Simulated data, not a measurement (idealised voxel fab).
process module | voxel self aligned vias
cross-section cut | 235 nm wide | cells 5 nm
A cross-section is a grid of square cells, given in bands from the top down. A band is one or more rows of cells.
Each band's line starts with the height of the band's top and of its bottom, in nm. Then come its materials from left to right, each with its width in nm. One material with "throughout" fills the band from edge to edge. "air" is empty space.
Height 0 is the level under which the wafer as received is all one material. The lowest band goes on downwards, as in "0 down".
A width such as "30 to 40" changes by the same amount from each row of cells to the next, from the band's top row to its bottom row.
"no change" after a step means that no cell of the cross-section changed.
closed voids: empty space of 8 cells or more with no open way to the top, each as width x height at its distance from the left edge, in nm
after a step's settings: what the simulator itself notes on the step
overlay nm, on a step with a mask: how far to the right of its planned place the mask lay; to the left if negative
Each pair below shows a cross-section before one step and the cross-section after it, down to the lowest band that changed. The line under each pair gives the step between them, with its settings. The pairs can come from different runs of this module on the same starting wafer, so a pair continues from the pair above only where its "before" says so.
before
  0 down: Si throughout
  closed voids: none
after
  15 to 0: SiO2 throughout
  below 0: unchanged
  closed voids: none
the step between: op CONFORMAL_DEP | material SiO2 | thk nm 15
before: the cross-section after the pair above
after
  20 to 15: SiCN throughout
  below 15: unchanged
  closed voids: none
the step between: op CONFORMAL_DEP | material SiCN | thk nm 5
before: the cross-section after the pair above
after
  50 to 20: SiO2 throughout
  below 20: unchanged
  closed voids: none
the step between: op DIRECTIONAL_DEP | material SiO2 | thk nm 30
before: the cross-section after the pair above
after
  65 to 50: aC throughout
  below 50: unchanged
  closed voids: none
the step between: op DIRECTIONAL_DEP | material aC | thk nm 15
before: the cross-section after the pair above
after
  95 to 65: resist 75 | air 25 | resist 35 | air 25 | resist 75
  below 65: unchanged
  closed voids: none
the step between: op PATTERN | tone open | mask id LINES | material resist | width nm 25 | pitch nm 60 | thk nm 30 | overlay nm 0
before: the cross-section after the pair above
after
  80 to 65: resist 75 | air 25 | resist 35 | air 25 | resist 75
  65 to 50: aC 75 | air 25 | aC 35 | air 25 | aC 75
  below 50: unchanged
  closed voids: none
the step between: op DIRECTIONAL_ETCH | etch materials aC | depth nm 15
before: the cross-section after the pair above
after
  65 to 50: aC 75 | air 25 | aC 35 | air 25 | aC 75
  below 50: unchanged
  closed voids: none
the step between: op STRIP | etch materials resist
before: the cross-section after the pair above
after
  65 to 50: aC 75 | air 25 | aC 35 | air 25 | aC 75
  50 to 20: SiO2 75 | air 25 | SiO2 35 | air 25 | SiO2 75
  below 20: unchanged
  closed voids: none
the step between: op DIRECTIONAL_ETCH | etch materials SiO2 | depth nm 30
before: the cross-section after the pair above
after
  50 to 20: SiO2 75 | air 25 | SiO2 35 | air 25 | SiO2 75
  below 20: unchanged
  closed voids: none
the step between: op STRIP | etch materials aC
before: the cross-section after the pair above
after
  55 to 50: TiN 80 | air 15 | TiN 45 | air 15 | TiN 80
  50 to 25: SiO2 75 | TiN 5 | air 15 | TiN 5 | SiO2 35 | TiN 5 | air 15 | TiN 5 | SiO2 75
  25 to 20: SiO2 75 | TiN 25 | SiO2 35 | TiN 25 | SiO2 75
  below 20: unchanged
  closed voids: none
the step between: op CONFORMAL_DEP | material TiN | thk nm 5
before: the cross-section after the pair above
after
  65 to 55: W throughout
  55 to 50: TiN 80 | W 15 | TiN 45 | W 15 | TiN 80
  50 to 25: SiO2 75 | TiN 5 | W 15 | TiN 5 | SiO2 35 | TiN 5 | W 15 | TiN 5 | SiO2 75
  below 25: unchanged
  closed voids: none
the step between: op FILL_DEP | material W | thk nm 10
before: the cross-section after the pair above
after
  50 to 25: SiO2 75 | TiN 5 | W 15 | TiN 5 | SiO2 35 | TiN 5 | W 15 | TiN 5 | SiO2 75
  below 25: unchanged
  closed voids: none
the step between: op CMP | height nm 50
before: the cross-section after the pair above
after
  50 to 40: SiO2 75 | air 25 | SiO2 35 | air 25 | SiO2 75
  below 40: unchanged
  closed voids: none
the step between: op SELECTIVE_ETCH | etch materials W Ru TiN | depth nm 10
before: the cross-section after the pair above
after
  60 to 50: SiN throughout
  50 to 40: SiO2 75 | SiN 25 | SiO2 35 | SiN 25 | SiO2 75
  below 40: unchanged
  closed voids: none
the step between: op FILL_DEP | material SiN | thk nm 10
before: the cross-section after the pair above
after
  50 to 40: SiO2 75 | SiN 25 | SiO2 35 | SiN 25 | SiO2 75
  below 40: unchanged
  closed voids: none
the step between: op CMP | height nm 50
before: the cross-section after the pair above
after
  65 to 50: SiO2 throughout
  below 50: unchanged
  closed voids: none
the step between: op DIRECTIONAL_DEP | material SiO2 | thk nm 15
before: the cross-section after the pair above
after
  65 to 50: SiO2 65 | air 45 | SiO2 125
  below 50: unchanged
  closed voids: none
the step between: op MASKED_ETCH | tone open | mask id VIAS | width nm 45 | etch materials SiO2 | depth nm 15 | overlay nm 0
before: the cross-section after the pair above
after
  65 to 50: SiO2 65 | air 45 | SiO2 125
  50 to 40: SiO2 75 | air 25 | SiO2 35 | SiN 25 | SiO2 75
  below 40: unchanged
  closed voids: none
the step between: op MASKED_ETCH | tone open | mask id VIAS | width nm 45 | etch materials SiN | depth nm 10 | overlay nm 0
before: the cross-section after the pair above
after
  70 to 65: TiN 70 | air 35 | TiN 130
  65 to 55: SiO2 65 | TiN 5 | air 35 | TiN 5 | SiO2 125
  55 to 50: SiO2 65 | TiN 15 | air 15 | TiN 15 | SiO2 125
  50 to 45: SiO2 75 | TiN 5 | air 15 | TiN 5 | SiO2 35 | SiN 25 | SiO2 75
  45 to 40: SiO2 75 | TiN 25 | SiO2 35 | SiN 25 | SiO2 75
  below 40: unchanged
  closed voids: none
the step between: op CONFORMAL_DEP | material TiN | thk nm 5
before: the cross-section after the pair above
after
  75 to 70: Ru throughout
  70 to 65: TiN 70 | Ru 35 | TiN 130
  65 to 55: SiO2 65 | TiN 5 | Ru 35 | TiN 5 | SiO2 125
  55 to 50: SiO2 65 | TiN 15 | Ru 15 | TiN 15 | SiO2 125
  50 to 45: SiO2 75 | TiN 5 | Ru 15 | TiN 5 | SiO2 35 | SiN 25 | SiO2 75
  below 45: unchanged
  closed voids: none
the step between: op FILL_DEP | material Ru | thk nm 5
before: the cross-section after the pair above
after
  65 to 55: SiO2 65 | TiN 5 | Ru 35 | TiN 5 | SiO2 125
  below 55: unchanged
  closed voids: none
the step between: op CMP | height nm 65
before: the cross-section after the pair above
after
  70 to 65: SiN throughout
  below 65: unchanged
  closed voids: none
the step between: op CONFORMAL_DEP | material SiN | thk nm 5
before
  15 to 0: SiO2 throughout
  0 down: Si throughout
  closed voids: none
after
  45 to 0: SiO2 throughout
  below 0: unchanged
  closed voids: none
the step between: op DIRECTIONAL_DEP | material SiO2 | thk nm 30
before: the cross-section after the pair above
after
  60 to 45: aC throughout
  below 45: unchanged
  closed voids: none
the step between: op DIRECTIONAL_DEP | material aC | thk nm 15
before: the cross-section after the pair above
after
  90 to 60: resist 75 | air 25 | resist 35 | air 25 | resist 75
  below 60: unchanged
  closed voids: none
the step between: op PATTERN | tone open | mask id LINES | material resist | width nm 25 | pitch nm 60 | thk nm 30 | overlay nm 0
before: the cross-section after the pair above
after
  75 to 60: resist 75 | air 25 | resist 35 | air 25 | resist 75
  60 to 45: aC 75 | air 25 | aC 35 | air 25 | aC 75
  below 45: unchanged
  closed voids: none
the step between: op DIRECTIONAL_ETCH | etch materials aC | depth nm 15
before: the cross-section after the pair above
after
  60 to 45: aC 75 | air 25 | aC 35 | air 25 | aC 75
  below 45: unchanged
  closed voids: none
the step between: op STRIP | etch materials resist
before: the cross-section after the pair above
after
  60 to 45: aC 75 | air 25 | aC 35 | air 25 | aC 75
  45 to 15: SiO2 75 | air 25 | SiO2 35 | air 25 | SiO2 75
  below 15: unchanged
  closed voids: none
the step between: op DIRECTIONAL_ETCH | etch materials SiO2 | depth nm 30
before: the cross-section after the pair above
after
  45 to 15: SiO2 75 | air 25 | SiO2 35 | air 25 | SiO2 75
  below 15: unchanged
  closed voids: none
the step between: op STRIP | etch materials aC
before: the cross-section after the pair above
after
  50 to 45: TiN 80 | air 15 | TiN 45 | air 15 | TiN 80
  45 to 20: SiO2 75 | TiN 5 | air 15 | TiN 5 | SiO2 35 | TiN 5 | air 15 | TiN 5 | SiO2 75
  20 to 15: SiO2 75 | TiN 25 | SiO2 35 | TiN 25 | SiO2 75
  below 15: unchanged
  closed voids: none
the step between: op CONFORMAL_DEP | material TiN | thk nm 5
before: the cross-section after the pair above
after
  60 to 50: W throughout
  50 to 45: TiN 80 | W 15 | TiN 45 | W 15 | TiN 80
  45 to 20: SiO2 75 | TiN 5 | W 15 | TiN 5 | SiO2 35 | TiN 5 | W 15 | TiN 5 | SiO2 75
  below 20: unchanged
  closed voids: none
the step between: op FILL_DEP | material W | thk nm 10
before: the cross-section after the pair above
after
  50 to 45: TiN 80 | W 15 | TiN 45 | W 15 | TiN 80
  below 45: unchanged
  closed voids: none
the step between: op CMP | height nm 50
before: the cross-section after the pair above
after
  45 to 40: SiO2 75 | air 25 | SiO2 35 | air 25 | SiO2 75
  below 40: unchanged
  closed voids: none
the step between: op SELECTIVE_ETCH | etch materials W Ru TiN | depth nm 10
before: the cross-section after the pair above
after
  55 to 45: SiN throughout
  45 to 40: SiO2 75 | SiN 25 | SiO2 35 | SiN 25 | SiO2 75
  below 40: unchanged
  closed voids: none
the step between: op FILL_DEP | material SiN | thk nm 10
before: the cross-section after the pair above
after
  50 to 45: SiN throughout
  below 45: unchanged
  closed voids: none
the step between: op CMP | height nm 50
before: the cross-section after the pair above
after
  65 to 50: SiO2 throughout
  below 50: unchanged
  closed voids: none
the step between: op DIRECTIONAL_DEP | material SiO2 | thk nm 15
before: the cross-section after the pair above
after
  65 to 50: SiO2 65 | air 45 | SiO2 125
  below 50: unchanged
  closed voids: none
the step between: op MASKED_ETCH | tone open | mask id VIAS | width nm 45 | etch materials SiO2 | depth nm 15 | overlay nm 0
before: the cross-section after the pair above
after
  65 to 50: SiO2 65 | air 45 | SiO2 125
  50 to 45: SiN 65 | air 45 | SiN 125
  45 to 40: SiO2 75 | air 25 | SiO2 35 | SiN 25 | SiO2 75
  below 40: unchanged
  closed voids: none
the step between: op MASKED_ETCH | tone open | mask id VIAS | width nm 45 | etch materials SiN | depth nm 10 | overlay nm 0
before: the cross-section after the pair above
after
  70 to 65: TiN 70 | air 35 | TiN 130
  65 to 50: SiO2 65 | TiN 5 | air 35 | TiN 5 | SiO2 125
  50 to 45: SiN 65 | TiN 15 | air 15 | TiN 15 | SiN 125
  45 to 40: SiO2 75 | TiN 25 | SiO2 35 | SiN 25 | SiO2 75
  below 40: unchanged
  closed voids: none
the step between: op CONFORMAL_DEP | material TiN | thk nm 5
before: the cross-section after the pair above
after
  75 to 70: Ru throughout
  70 to 65: TiN 70 | Ru 35 | TiN 130
  65 to 50: SiO2 65 | TiN 5 | Ru 35 | TiN 5 | SiO2 125
  50 to 45: SiN 65 | TiN 15 | Ru 15 | TiN 15 | SiN 125
  below 45: unchanged
  closed voids: none
the step between: op FILL_DEP | material Ru | thk nm 5
before: the cross-section after the pair above
after
  65 to 50: SiO2 65 | TiN 5 | Ru 35 | TiN 5 | SiO2 125
  below 50: unchanged
  closed voids: none
the step between: op CMP | height nm 65
before: the cross-section after the pair above
after
  70 to 65: SiN throughout
  below 65: unchanged
  closed voids: none
the step between: op CONFORMAL_DEP | material SiN | thk nm 5
before
  65 to 50: SiO2 65 | air 45 | SiO2 125
  50 to 40: SiO2 75 | SiN 25 | SiO2 35 | SiN 25 | SiO2 75
  40 to 25: SiO2 75 | TiN 5 | W 15 | TiN 5 | SiO2 35 | TiN 5 | W 15 | TiN 5 | SiO2 75
  25 to 20: SiO2 75 | TiN 25 | SiO2 35 | TiN 25 | SiO2 75
  20 to 15: SiCN throughout
  15 to 0: SiO2 throughout
  0 down: Si throughout
  closed voids: none
after
  65 to 50: SiO2 65 | air 45 | SiO2 125
  50 to 40: SiO2 65 | air 10 | SiN 25 | air 10 | SiO2 25 | SiN 25 | SiO2 75
  40 to 35: SiO2 65 | air 10 | TiN 5 | W 15 | TiN 5 | air 10 | SiO2 25 | TiN 5 | W 15 | TiN 5 | SiO2 75
  below 35: unchanged
  closed voids: none
the step between: op MASKED_ETCH | tone open | mask id VIAS | width nm 45 | etch materials SiO2 | depth nm 15 | overlay nm 0
before: the cross-section after the pair above
after
  65 to 50: SiO2 65 | air 45 | SiO2 125
  50 to 40: SiO2 65 | air 45 | SiO2 25 | SiN 25 | SiO2 75
  below 40: unchanged
  closed voids: none
the step between: op MASKED_ETCH | tone open | mask id VIAS | width nm 45 | etch materials SiN | depth nm 10 | overlay nm 0
before: the cross-section after the pair above
after
  70 to 65: TiN 70 | air 35 | TiN 130
  65 to 50: SiO2 65 | TiN 5 | air 35 | TiN 5 | SiO2 125
  50 to 45: SiO2 65 | TiN 5 | air 35 | TiN 5 | SiO2 25 | SiN 25 | SiO2 75
  45 to 40: SiO2 65 | TiN 45 | SiO2 25 | SiN 25 | SiO2 75
  40 to 35: SiO2 65 | TiN 15 | W 15 | TiN 15 | SiO2 25 | TiN 5 | W 15 | TiN 5 | SiO2 75
  below 35: unchanged
  closed voids: none
the step between: op CONFORMAL_DEP | material TiN | thk nm 5
before: the cross-section after the pair above
after
  75 to 70: Ru throughout
  70 to 65: TiN 70 | Ru 35 | TiN 130
  65 to 50: SiO2 65 | TiN 5 | Ru 35 | TiN 5 | SiO2 125
  50 to 45: SiO2 65 | TiN 5 | Ru 35 | TiN 5 | SiO2 25 | SiN 25 | SiO2 75
  below 45: unchanged
  closed voids: none
the step between: op FILL_DEP | material Ru | thk nm 5
before: the cross-section after the pair above
after
  65 to 50: SiO2 65 | TiN 5 | Ru 35 | TiN 5 | SiO2 125
  below 50: unchanged
  closed voids: none
the step between: op CMP | height nm 65
before: the cross-section after the pair above
after
  70 to 65: SiN throughout
  below 65: unchanged
  closed voids: none
the step between: op CONFORMAL_DEP | material SiN | thk nm 5
before
  0 down: Si throughout
  closed voids: none
after
  5 to 0: SiCN throughout
  below 0: unchanged
  closed voids: none
the step between: op CONFORMAL_DEP | material SiCN | thk nm 5
before: the cross-section after the pair above
after
  20 to 5: SiO2 throughout
  below 5: unchanged
  closed voids: none
the step between: op CONFORMAL_DEP | material SiO2 | thk nm 15
before: the cross-section after the pair above
after
  50 to 5: SiO2 throughout
  below 5: unchanged
  closed voids: none
the step between: op DIRECTIONAL_DEP | material SiO2 | thk nm 30
before: the cross-section after the pair above
after
  65 to 50: aC throughout
  below 50: unchanged
  closed voids: none
the step between: op DIRECTIONAL_DEP | material aC | thk nm 15
before: the cross-section after the pair above
after
  95 to 65: resist 75 | air 25 | resist 35 | air 25 | resist 75
  below 65: unchanged
  closed voids: none
the step between: op PATTERN | tone open | mask id LINES | material resist | width nm 25 | pitch nm 60 | thk nm 30 | overlay nm 0
before: the cross-section after the pair above
after
  80 to 65: resist 75 | air 25 | resist 35 | air 25 | resist 75
  65 to 50: aC 75 | air 25 | aC 35 | air 25 | aC 75
  below 50: unchanged
  closed voids: none
the step between: op DIRECTIONAL_ETCH | etch materials aC | depth nm 15
before: the cross-section after the pair above
after
  65 to 50: aC 75 | air 25 | aC 35 | air 25 | aC 75
  below 50: unchanged
  closed voids: none
the step between: op STRIP | etch materials resist
before: the cross-section after the pair above
after
  65 to 50: aC 75 | air 25 | aC 35 | air 25 | aC 75
  50 to 20: SiO2 75 | air 25 | SiO2 35 | air 25 | SiO2 75
  below 20: unchanged
  closed voids: none
the step between: op DIRECTIONAL_ETCH | etch materials SiO2 | depth nm 30
before: the cross-section after the pair above
after
  50 to 20: SiO2 75 | air 25 | SiO2 35 | air 25 | SiO2 75
  below 20: unchanged
  closed voids: none
the step between: op STRIP | etch materials aC
before: the cross-section after the pair above
after
  55 to 50: TiN 80 | air 15 | TiN 45 | air 15 | TiN 80
  50 to 25: SiO2 75 | TiN 5 | air 15 | TiN 5 | SiO2 35 | TiN 5 | air 15 | TiN 5 | SiO2 75
  25 to 20: SiO2 75 | TiN 25 | SiO2 35 | TiN 25 | SiO2 75
  below 20: unchanged
  closed voids: none
the step between: op CONFORMAL_DEP | material TiN | thk nm 5
before: the cross-section after the pair above
after
  65 to 55: W throughout
  55 to 50: TiN 80 | W 15 | TiN 45 | W 15 | TiN 80
  50 to 25: SiO2 75 | TiN 5 | W 15 | TiN 5 | SiO2 35 | TiN 5 | W 15 | TiN 5 | SiO2 75
  below 25: unchanged
  closed voids: none
the step between: op FILL_DEP | material W | thk nm 10
before: the cross-section after the pair above
after
  50 to 25: SiO2 75 | TiN 5 | W 15 | TiN 5 | SiO2 35 | TiN 5 | W 15 | TiN 5 | SiO2 75
  below 25: unchanged
  closed voids: none
the step between: op CMP | height nm 50
before: the cross-section after the pair above
after
  50 to 40: SiO2 75 | air 25 | SiO2 35 | air 25 | SiO2 75
  below 40: unchanged
  closed voids: none
the step between: op SELECTIVE_ETCH | etch materials W Ru TiN | depth nm 10
before: the cross-section after the pair above
after
  60 to 50: SiN throughout
  50 to 40: SiO2 75 | SiN 25 | SiO2 35 | SiN 25 | SiO2 75
  below 40: unchanged
  closed voids: none
the step between: op FILL_DEP | material SiN | thk nm 10
before: the cross-section after the pair above
after
  50 to 40: SiO2 75 | SiN 25 | SiO2 35 | SiN 25 | SiO2 75
  below 40: unchanged
  closed voids: none
the step between: op CMP | height nm 50
before: the cross-section after the pair above
after
  65 to 50: SiO2 throughout
  below 50: unchanged
  closed voids: none
the step between: op DIRECTIONAL_DEP | material SiO2 | thk nm 15
before: the cross-section after the pair above
after
  65 to 50: SiO2 65 | air 45 | SiO2 125
  below 50: unchanged
  closed voids: none
the step between: op MASKED_ETCH | tone open | mask id VIAS | width nm 45 | etch materials SiO2 | depth nm 15 | overlay nm 0
before: the cross-section after the pair above
after
  65 to 50: SiO2 65 | air 45 | SiO2 125
  50 to 40: SiO2 75 | air 25 | SiO2 35 | SiN 25 | SiO2 75
  below 40: unchanged
  closed voids: none
the step between: op MASKED_ETCH | tone open | mask id VIAS | width nm 45 | etch materials SiN | depth nm 10 | overlay nm 0
before: the cross-section after the pair above
after
  70 to 65: TiN 70 | air 35 | TiN 130
  65 to 55: SiO2 65 | TiN 5 | air 35 | TiN 5 | SiO2 125
  55 to 50: SiO2 65 | TiN 15 | air 15 | TiN 15 | SiO2 125
  50 to 45: SiO2 75 | TiN 5 | air 15 | TiN 5 | SiO2 35 | SiN 25 | SiO2 75
  45 to 40: SiO2 75 | TiN 25 | SiO2 35 | SiN 25 | SiO2 75
  below 40: unchanged
  closed voids: none
the step between: op CONFORMAL_DEP | material TiN | thk nm 5
before: the cross-section after the pair above
after
  75 to 70: Ru throughout
  70 to 65: TiN 70 | Ru 35 | TiN 130
  65 to 55: SiO2 65 | TiN 5 | Ru 35 | TiN 5 | SiO2 125
  55 to 50: SiO2 65 | TiN 15 | Ru 15 | TiN 15 | SiO2 125
  50 to 45: SiO2 75 | TiN 5 | Ru 15 | TiN 5 | SiO2 35 | SiN 25 | SiO2 75
  below 45: unchanged
  closed voids: none
the step between: op FILL_DEP | material Ru | thk nm 5
before: the cross-section after the pair above
after
  65 to 55: SiO2 65 | TiN 5 | Ru 35 | TiN 5 | SiO2 125
  below 55: unchanged
  closed voids: none
the step between: op CMP | height nm 65
before: the cross-section after the pair above
after
  70 to 65: SiN throughout
  below 65: unchanged
  closed voids: none
the step between: op CONFORMAL_DEP | material SiN | thk nm 5
before
  0 down: Si throughout
  closed voids: none
after
  10 to 0: SiO2 throughout
  below 0: unchanged
  closed voids: none
the step between: op CONFORMAL_DEP | material SiO2 | thk nm 10
before: the cross-section after the pair above
after
  15 to 10: SiCN throughout
  below 10: unchanged
  closed voids: none
the step between: op CONFORMAL_DEP | material SiCN | thk nm 5
before: the cross-section after the pair above
after
  45 to 15: SiO2 throughout
  below 15: unchanged
  closed voids: none
the step between: op DIRECTIONAL_DEP | material SiO2 | thk nm 30
before: the cross-section after the pair above
after
  60 to 45: aC throughout
  below 45: unchanged
  closed voids: none
the step between: op DIRECTIONAL_DEP | material aC | thk nm 15
before: the cross-section after the pair above
after
  90 to 60: resist 75 | air 25 | resist 35 | air 25 | resist 75
  below 60: unchanged
  closed voids: none
the step between: op PATTERN | tone open | mask id LINES | material resist | width nm 25 | pitch nm 60 | thk nm 30 | overlay nm 0
before: the cross-section after the pair above
after
  75 to 60: resist 75 | air 25 | resist 35 | air 25 | resist 75
  60 to 45: aC 75 | air 25 | aC 35 | air 25 | aC 75
  below 45: unchanged
  closed voids: none
the step between: op DIRECTIONAL_ETCH | etch materials aC | depth nm 15
before: the cross-section after the pair above
after
  60 to 45: aC 75 | air 25 | aC 35 | air 25 | aC 75
  below 45: unchanged
  closed voids: none
the step between: op STRIP | etch materials resist
before: the cross-section after the pair above
after
  60 to 45: aC 75 | air 25 | aC 35 | air 25 | aC 75
  45 to 15: SiO2 75 | air 25 | SiO2 35 | air 25 | SiO2 75
  below 15: unchanged
  closed voids: none
the step between: op DIRECTIONAL_ETCH | etch materials SiO2 | depth nm 30
before: the cross-section after the pair above
after
  45 to 15: SiO2 75 | air 25 | SiO2 35 | air 25 | SiO2 75
  below 15: unchanged
  closed voids: none
the step between: op STRIP | etch materials aC
before: the cross-section after the pair above
after
  50 to 45: TiN 80 | air 15 | TiN 45 | air 15 | TiN 80
  45 to 20: SiO2 75 | TiN 5 | air 15 | TiN 5 | SiO2 35 | TiN 5 | air 15 | TiN 5 | SiO2 75
  20 to 15: SiO2 75 | TiN 25 | SiO2 35 | TiN 25 | SiO2 75
  below 15: unchanged
  closed voids: none
the step between: op CONFORMAL_DEP | material TiN | thk nm 5
before: the cross-section after the pair above
after
  60 to 50: W throughout
  50 to 45: TiN 80 | W 15 | TiN 45 | W 15 | TiN 80
  45 to 20: SiO2 75 | TiN 5 | W 15 | TiN 5 | SiO2 35 | TiN 5 | W 15 | TiN 5 | SiO2 75
  below 20: unchanged
  closed voids: none
the step between: op FILL_DEP | material W | thk nm 10
before: the cross-section after the pair above
after
  50 to 45: TiN 80 | W 15 | TiN 45 | W 15 | TiN 80
  below 45: unchanged
  closed voids: none
the step between: op CMP | height nm 50
before: the cross-section after the pair above
after
  45 to 40: SiO2 75 | air 25 | SiO2 35 | air 25 | SiO2 75
  below 40: unchanged
  closed voids: none
the step between: op SELECTIVE_ETCH | etch materials W Ru TiN | depth nm 10
before: the cross-section after the pair above
after
  55 to 45: SiN throughout
  45 to 40: SiO2 75 | SiN 25 | SiO2 35 | SiN 25 | SiO2 75
  below 40: unchanged
  closed voids: none
the step between: op FILL_DEP | material SiN | thk nm 10
before: the cross-section after the pair above
after
  50 to 45: SiN throughout
  below 45: unchanged
  closed voids: none
the step between: op CMP | height nm 50
before: the cross-section after the pair above
after
  65 to 50: SiO2 throughout
  below 50: unchanged
  closed voids: none
the step between: op DIRECTIONAL_DEP | material SiO2 | thk nm 15
before: the cross-section after the pair above
after
  65 to 50: SiO2 65 | air 45 | SiO2 125
  below 50: unchanged
  closed voids: none
the step between: op MASKED_ETCH | tone open | mask id VIAS | width nm 45 | etch materials SiO2 | depth nm 15 | overlay nm 0
before: the cross-section after the pair above
after
  65 to 50: SiO2 65 | air 45 | SiO2 125
  50 to 45: SiN 65 | air 45 | SiN 125
  45 to 40: SiO2 75 | air 25 | SiO2 35 | SiN 25 | SiO2 75
  below 40: unchanged
  closed voids: none
the step between: op MASKED_ETCH | tone open | mask id VIAS | width nm 45 | etch materials SiN | depth nm 10 | overlay nm 0
before: the cross-section after the pair above
after
  70 to 65: TiN 70 | air 35 | TiN 130
  65 to 50: SiO2 65 | TiN 5 | air 35 | TiN 5 | SiO2 125
  50 to 45: SiN 65 | TiN 15 | air 15 | TiN 15 | SiN 125
  45 to 40: SiO2 75 | TiN 25 | SiO2 35 | SiN 25 | SiO2 75
  below 40: unchanged
  closed voids: none
the step between: op CONFORMAL_DEP | material TiN | thk nm 5
before: the cross-section after the pair above
after
  75 to 70: Ru throughout
  70 to 65: TiN 70 | Ru 35 | TiN 130
  65 to 50: SiO2 65 | TiN 5 | Ru 35 | TiN 5 | SiO2 125
  50 to 45: SiN 65 | TiN 15 | Ru 15 | TiN 15 | SiN 125
  below 45: unchanged
  closed voids: none
the step between: op FILL_DEP | material Ru | thk nm 5
before: the cross-section after the pair above
after
  65 to 50: SiO2 65 | TiN 5 | Ru 35 | TiN 5 | SiO2 125
  below 50: unchanged
  closed voids: none
the step between: op CMP | height nm 65
before: the cross-section after the pair above
after
  70 to 65: SiN throughout
  below 65: unchanged
  closed voids: none
the step between: op CONFORMAL_DEP | material SiN | thk nm 5
before
  65 to 50: aC throughout
  50 to 20: SiO2 throughout
  20 to 15: SiCN throughout
  15 to 0: SiO2 throughout
  0 down: Si throughout
  closed voids: none
after
  95 to 65: resist 80 | air 15 | resist 45 | air 15 | resist 80
  below 65: unchanged
  closed voids: none
the step between: op PATTERN | tone open | mask id LINES | material resist | width nm 15 | pitch nm 60 | thk nm 30 | overlay nm 0
before: the cross-section after the pair above
after
  80 to 65: resist 80 | air 15 | resist 45 | air 15 | resist 80
  65 to 50: aC 80 | air 15 | aC 45 | air 15 | aC 80
  below 50: unchanged
  closed voids: none
the step between: op DIRECTIONAL_ETCH | etch materials aC | depth nm 15
before: the cross-section after the pair above
after
  65 to 50: aC 80 | air 15 | aC 45 | air 15 | aC 80
  below 50: unchanged
  closed voids: none
the step between: op STRIP | etch materials resist
before: the cross-section after the pair above
after
  65 to 50: aC 80 | air 15 | aC 45 | air 15 | aC 80
  50 to 20: SiO2 80 | air 15 | SiO2 45 | air 15 | SiO2 80
  below 20: unchanged
  closed voids: none
the step between: op DIRECTIONAL_ETCH | etch materials SiO2 | depth nm 30
before: the cross-section after the pair above
after
  50 to 20: SiO2 80 | air 15 | SiO2 45 | air 15 | SiO2 80
  below 20: unchanged
  closed voids: none
the step between: op STRIP | etch materials aC
before: the cross-section after the pair above
after
  55 to 50: TiN 85 | air 5 | TiN 55 | air 5 | TiN 85
  50 to 25: SiO2 80 | TiN 5 | air 5 | TiN 5 | SiO2 45 | TiN 5 | air 5 | TiN 5 | SiO2 80
  25 to 20: SiO2 80 | TiN 15 | SiO2 45 | TiN 15 | SiO2 80
  below 20: unchanged
  closed voids: none
the step between: op CONFORMAL_DEP | material TiN | thk nm 5
before: the cross-section after the pair above
after
  65 to 55: W throughout
  55 to 50: TiN 85 | W 5 | TiN 55 | W 5 | TiN 85
  50 to 25: SiO2 80 | TiN 5 | W 5 | TiN 5 | SiO2 45 | TiN 5 | W 5 | TiN 5 | SiO2 80
  below 25: unchanged
  closed voids: none
the step between: op FILL_DEP | material W | thk nm 10
before: the cross-section after the pair above
after
  50 to 25: SiO2 80 | TiN 5 | W 5 | TiN 5 | SiO2 45 | TiN 5 | W 5 | TiN 5 | SiO2 80
  below 25: unchanged
  closed voids: none
the step between: op CMP | height nm 50
before: the cross-section after the pair above
after
  50 to 40: SiO2 80 | air 15 | SiO2 45 | air 15 | SiO2 80
  below 40: unchanged
  closed voids: none
the step between: op SELECTIVE_ETCH | etch materials W Ru TiN | depth nm 10
before: the cross-section after the pair above
after
  60 to 50: SiN throughout
  50 to 40: SiO2 80 | SiN 15 | SiO2 45 | SiN 15 | SiO2 80
  below 40: unchanged
  closed voids: none
the step between: op FILL_DEP | material SiN | thk nm 10
before: the cross-section after the pair above
after
  50 to 40: SiO2 80 | SiN 15 | SiO2 45 | SiN 15 | SiO2 80
  below 40: unchanged
  closed voids: none
the step between: op CMP | height nm 50
before: the cross-section after the pair above
after
  65 to 50: SiO2 throughout
  below 50: unchanged
  closed voids: none
the step between: op DIRECTIONAL_DEP | material SiO2 | thk nm 15
before: the cross-section after the pair above
after
  65 to 50: SiO2 65 | air 45 | SiO2 125
  below 50: unchanged
  closed voids: none
the step between: op MASKED_ETCH | tone open | mask id VIAS | width nm 45 | etch materials SiO2 | depth nm 15 | overlay nm 0
before: the cross-section after the pair above
after
  65 to 50: SiO2 65 | air 45 | SiO2 125
  50 to 40: SiO2 80 | air 15 | SiO2 45 | SiN 15 | SiO2 80
  below 40: unchanged
  closed voids: none
the step between: op MASKED_ETCH | tone open | mask id VIAS | width nm 45 | etch materials SiN | depth nm 10 | overlay nm 0
before: the cross-section after the pair above
after
  70 to 65: TiN 70 | air 35 | TiN 130
  65 to 55: SiO2 65 | TiN 5 | air 35 | TiN 5 | SiO2 125
  55 to 50: SiO2 65 | TiN 20 | air 5 | TiN 20 | SiO2 125
  50 to 45: SiO2 80 | TiN 5 | air 5 | TiN 5 | SiO2 45 | SiN 15 | SiO2 80
  45 to 40: SiO2 80 | TiN 15 | SiO2 45 | SiN 15 | SiO2 80
  below 40: unchanged
  closed voids: none
the step between: op CONFORMAL_DEP | material TiN | thk nm 5
before: the cross-section after the pair above
after
  75 to 70: Ru throughout
  70 to 65: TiN 70 | Ru 35 | TiN 130
  65 to 55: SiO2 65 | TiN 5 | Ru 35 | TiN 5 | SiO2 125
  55 to 50: SiO2 65 | TiN 20 | Ru 5 | TiN 20 | SiO2 125
  50 to 45: SiO2 80 | TiN 5 | Ru 5 | TiN 5 | SiO2 45 | SiN 15 | SiO2 80
  below 45: unchanged
  closed voids: none
the step between: op FILL_DEP | material Ru | thk nm 5
before: the cross-section after the pair above
after
  65 to 55: SiO2 65 | TiN 5 | Ru 35 | TiN 5 | SiO2 125
  below 55: unchanged
  closed voids: none
the step between: op CMP | height nm 65
before: the cross-section after the pair above
after
  70 to 65: SiN throughout
  below 65: unchanged
  closed voids: none
the step between: op CONFORMAL_DEP | material SiN | thk nm 5
before
  65 to 50: aC throughout
  50 to 20: SiO2 throughout
  20 to 15: SiCN throughout
  15 to 0: SiO2 throughout
  0 down: Si throughout
  closed voids: none
after
  95 to 65: resist 80 | air 25 | resist 35 | air 25 | resist 70
  below 65: unchanged
  closed voids: none
the step between: op PATTERN | tone open | mask id LINES | material resist | width nm 25 | pitch nm 60 | thk nm 30 | overlay nm 5
before: the cross-section after the pair above
after
  80 to 65: resist 80 | air 25 | resist 35 | air 25 | resist 70
  65 to 50: aC 80 | air 25 | aC 35 | air 25 | aC 70
  below 50: unchanged
  closed voids: none
the step between: op DIRECTIONAL_ETCH | etch materials aC | depth nm 15
before: the cross-section after the pair above
after
  65 to 50: aC 80 | air 25 | aC 35 | air 25 | aC 70
  below 50: unchanged
  closed voids: none
the step between: op STRIP | etch materials resist
